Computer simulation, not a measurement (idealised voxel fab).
This is a process module. Its name is voxel capacitor over wiring.
The figure presents cross-section cut, which has a width of 265 nm and is divided into square cells with an edge length of 5 nm.
Each cross-section below is a grid of square cells, stated as bands in top-down order, with one or more rows of cells making up each band. First you get the band's top height and its bottom height, in nm, and then the materials it's made of, left to right, with each width in nm. If you see a single material with "everywhere", that one covers the band edge to edge. "air" is empty space. Height is counted from the level 0, under which the received wafer is composed throughout of one material. The lowest of the bands is not closed at the bottom but continues downward, in the notation "0 and below". Width spec "30..40" -> top row of cells at first value, bottom row at second value, equal per-row change in between. For the purposes of this document, the phrase "no alterations made" attached to a step denotes that no cell within the cross-section was modified by that step. This entry, "closed voids", enumerates those empty regions of no fewer than 8 cells that possess no open connection to the top. Each region is reported in the form width x height at distance, the distance being taken from the left edge, with all three quantities expressed in nm. Whatever follows a step's settings on its line is a remark the simulator itself makes about that step. Regarding "overlay nm": on a step with a mask, it is the distance the mask lay to the right of its planned place; a negative value places it to the left.
PLAN
1: RECEIVE | material Si
2: CONFORMAL_DEP | material SiO2 | thk nm 15
3: CONFORMAL_DEP | material SiCN | thk nm 5
4: DIRECTIONAL_DEP | material SiO2 | thk nm 15
5: MASKED_ETCH | tone open | mask id METAL_1 | width nm 25 | pitch nm 85 | etch materials SiO2 | depth nm 15 | overlay nm 0
6: MASKED_ETCH | tone open | mask id METAL_1 | width nm 25 | pitch nm 85 | etch materials SiCN | depth nm 5 | overlay nm 0
7: CONFORMAL_DEP | material TiN | thk nm 5
8: FILL_DEP | material Ru | thk nm 10
9: CMP | height nm 35
10: EPI | material Ru | thk nm 5
11: FILL_DEP | material SiCN | thk nm 5
12: DIRECTIONAL_DEP | material SiO2 | thk nm 10
13: PATTERN | tone open | mask id PLUG_1 | material resist | width nm 15 | thk nm 20 | overlay nm 0
14: DIRECTIONAL_ETCH | etch materials SiO2 | depth nm 10
15: DIRECTIONAL_ETCH | etch materials SiCN | depth nm 5
16: STRIP | etch materials resist
17: CONFORMAL_DEP | material TiN | thk nm 5
18: FILL_DEP | material Ru | thk nm 5
19: CMP | height nm 55
20: DIRECTIONAL_DEP | material TiN | thk nm 10
21: DIRECTIONAL_DEP | material SiN | thk nm 5
22: DIRECTIONAL_DEP | material TiN | thk nm 10
23: DIRECTIONAL_DEP | material aC | thk nm 15
24: PATTERN | tone cover | mask id UPPER_PLATE | material resist | width nm 65 | thk nm 30 | overlay nm 0
25: DIRECTIONAL_ETCH | etch materials aC | depth nm 15
26: STRIP | etch materials resist
27: DIRECTIONAL_ETCH | etch materials TiN | depth nm 10
28: DIRECTIONAL_ETCH | etch materials SiN | depth nm 5
29: STRIP | etch materials aC
30: DIRECTIONAL_DEP | material aC | thk nm 10
31: PATTERN | tone cover | mask id LOWER_PLATE | material resist | width nm 75 | thk nm 30 | overlay nm 0
32: DIRECTIONAL_ETCH | etch materials aC | depth nm 10
33: STRIP | etch materials resist
34: DIRECTIONAL_ETCH | etch materials TiN | depth nm 10
35: STRIP | etch materials aC
36: FILL_DEP | material SiO2 | thk nm 15
37: CMP | height nm 90
38: MASKED_ETCH | tone open | mask id PLUG_2 | width nm 15 | etch materials SiO2 | depth nm 5 | overlay nm 0
39: CONFORMAL_DEP | material TiN | thk nm 5
40: FILL_DEP | material Ru | thk nm 10
41: CMP | height nm 90
42: CONFORMAL_DEP | material SiCN | thk nm 5
The depth nm used in step 38 is not the same on every wafer, whereas the starting condition is; the value printed in the plan is the first wafer's.
THE FIRST OF SEVERAL WAFERS AS RECEIVED, SHOWN IN CROSS-SECTION; THIS IS ITS STATE AFTER STEP 1
> 0 and below | Si everywhere
> closed voids: none
EVERY ROW IN THIS TABLE IS A WAFER AT THE END OF THE MODULE, AND IT GIVES, FOR EACH OF THE MATERIALS, THE CELLS THAT WAFER HAS GAINED (+) OR LOST (-) SINCE IT WAS RECEIVED, THEN ITS CLOSED VOIDS
depth nm 5, +34 Ru, +185 SiCN, +13 SiN, +687 SiO2, +88 TiN, closed voids: none
depth nm 10, +35 Ru, +185 SiCN, +13 SiN, +684 SiO2, +90 TiN, closed voids: none
depth nm 15, +35 Ru, +185 SiCN, +13 SiN, +684 SiO2, +90 TiN, closed voids: none
depth nm 20, +35 Ru, +185 SiCN, +13 SiN, +684 SiO2, +90 TiN, closed voids: none
depth nm 25, +35 Ru, +185 SiCN, +13 SiN, +684 SiO2, +90 TiN, closed voids: none
